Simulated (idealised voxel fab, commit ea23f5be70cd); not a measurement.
You're looking at the process module voxel self aligned vias.
It is cross-section cut that appears here, measuring 295 nm in width, its square cells being 5 nm in size.
Cross-section layout: square cells on a grid; listed as bands, top to bottom; a band spans one or more cell rows. In this notation a band is specified by the heights of its top and bottom, in that order and in nm, after which its materials appear from left to right, each paired with its width in nm. The word "all across" attached to a single material means that material fills the band from edge to edge; the word "air" stands for empty space. Note: height 0 marks the level under which the wafer is uniformly one material as received. Lowest band unbounded below, written "0 down". Graded width ("30->40"): value in top row of band = first number; value in bottom row = second number; row-to-row change constant. Key: "identical to before" - step with no changed cell in the cross-section. "Closed void table": sealed empty spaces, 8 cells or more, no open way to top, listed width x height at distance, with distance from the left edge and width, height and distance in nm. Heads up: the bit after the settings on a step's line is the simulator's remark on that step. overlay nm: mask right of planned place by this much (step with mask). Neg. = left.
**Steps in the process plan**
| 1 | RECEIVE | material Si |
| 2 | CONFORMAL_DEP | material SiO2 | thk nm 10 |
| 3 | CONFORMAL_DEP | material SiCN | thk nm 5 |
| 4 | DIRECTIONAL_DEP | material SiO2 | thk nm 25 |
| 5 | MASKED_ETCH | tone open | mask id LINES | width nm 20 | pitch nm 55 | etch materials SiO2 | depth nm 25 | overlay nm 0 |
| 6 | CONFORMAL_DEP | material TiN | thk nm 5 |
| 7 | FILL_DEP | material W | thk nm 10 |
| 8 | CMP | height nm 40 |
| 9 | SELECTIVE_ETCH | etch materials W Ru TiN | depth nm 10 |
| 10 | FILL_DEP | material SiN | thk nm 10 |
| 11 | CMP | height nm 40 |
| 12 | DIRECTIONAL_DEP | material SiO2 | thk nm 20 |
| 13 | MASKED_ETCH | tone open | mask id VIAS | width nm 40 | pitch nm 55 | etch materials SiO2 | depth nm 20 | overlay nm 0 |
| 14 | MASKED_ETCH | tone open | mask id VIAS | width nm 40 | pitch nm 55 | etch materials SiN | depth nm 10 | overlay nm 0 |
| 15 | CONFORMAL_DEP | material TiN | thk nm 5 |
| 16 | FILL_DEP | material Cu | thk nm 10 |
| 17 | CMP | height nm 60 |
| 18 | CONFORMAL_DEP | material SiCN | thk nm 5 |
The plan's step 6 thk nm is the first wafer's value; the wafers differ in this setting and start identical.
**Incoming state of the first of several wafers in cross-section: after step 1**
* 0 down  Si all across
* Closed void table: none
**The cross-section of the first of several wafers is given below for the end of the module, after its final step, step 18**
* 65 to 60  SiCN all across
* 60 to 45  70 nm SiO2  5 nm TiN  30 nm Cu  5 nm TiN  15 nm SiO2  5 nm TiN  30 nm Cu  5 nm TiN  15 nm SiO2  5 nm TiN  30 nm Cu  5 nm TiN  75 nm SiO2
* 45 to 35  70->80 nm SiO2  15->5 nm TiN  10 nm Cu  15->5 nm TiN  15->35 nm SiO2  15->5 nm TiN  10 nm Cu  15->5 nm TiN  15->35 nm SiO2  15->5 nm TiN  10 nm Cu  15->5 nm TiN  75->85 nm SiO2
* 35 to 30  80 nm SiO2  20 nm TiN  35 nm SiO2  20 nm TiN  35 nm SiO2  20 nm TiN  85 nm SiO2
* 30 to 20  80 nm SiO2  5 nm TiN  10 nm W  5 nm TiN  35 nm SiO2  5 nm TiN  10 nm W  5 nm TiN  35 nm SiO2  5 nm TiN  10 nm W  5 nm TiN  85 nm SiO2
* 20 to 15  80 nm SiO2  20 nm TiN  35 nm SiO2  20 nm TiN  35 nm SiO2  20 nm TiN  85 nm SiO2
* 15 to 10  SiCN all across
* 10 to 0  SiO2 all across
* 0 down  Si all across
* Closed void table: none
**Cross-section, last wafer, module completion**
* 65 to 60  SiCN all across
* 60 to 45  70 nm SiO2  5 nm TiN  30 nm Cu  5 nm TiN  15 nm SiO2  5 nm TiN  30 nm Cu  5 nm TiN  15 nm SiO2  5 nm TiN  30 nm Cu  5 nm TiN  75 nm SiO2
* 45 to 35  70->80 nm SiO2  15->5 nm TiN  10 nm Cu  15->5 nm TiN  15->35 nm SiO2  15->5 nm TiN  10 nm Cu  15->5 nm TiN  15->35 nm SiO2  15->5 nm TiN  10 nm Cu  15->5 nm TiN  75->85 nm SiO2
* 35 to 15  80 nm SiO2  20 nm TiN  35 nm SiO2  20 nm TiN  35 nm SiO2  20 nm TiN  85 nm SiO2
* 15 to 10  SiCN all across
* 10 to 0  SiO2 all across
* 0 down  Si all across
* Closed void table: none
**Quick key for the table: a row per wafer, taken at the end of the module. For each material it tells you how many cells the wafer gained (+) or lost (-) since it came in, and the closed voids come after**
thk nm 5 | +66 Cu | +118 SiCN | +493 SiO2 | +78 TiN | +12 W | Closed void table: none
thk nm 10 | +66 Cu | +118 SiCN | +493 SiO2 | +90 TiN | Closed void table: none
thk nm 15 | +66 Cu | +118 SiCN | +493 SiO2 | +90 TiN | Closed void table: none
thk nm 20 | +66 Cu | +118 SiCN | +493 SiO2 | +90 TiN | Closed void table: none
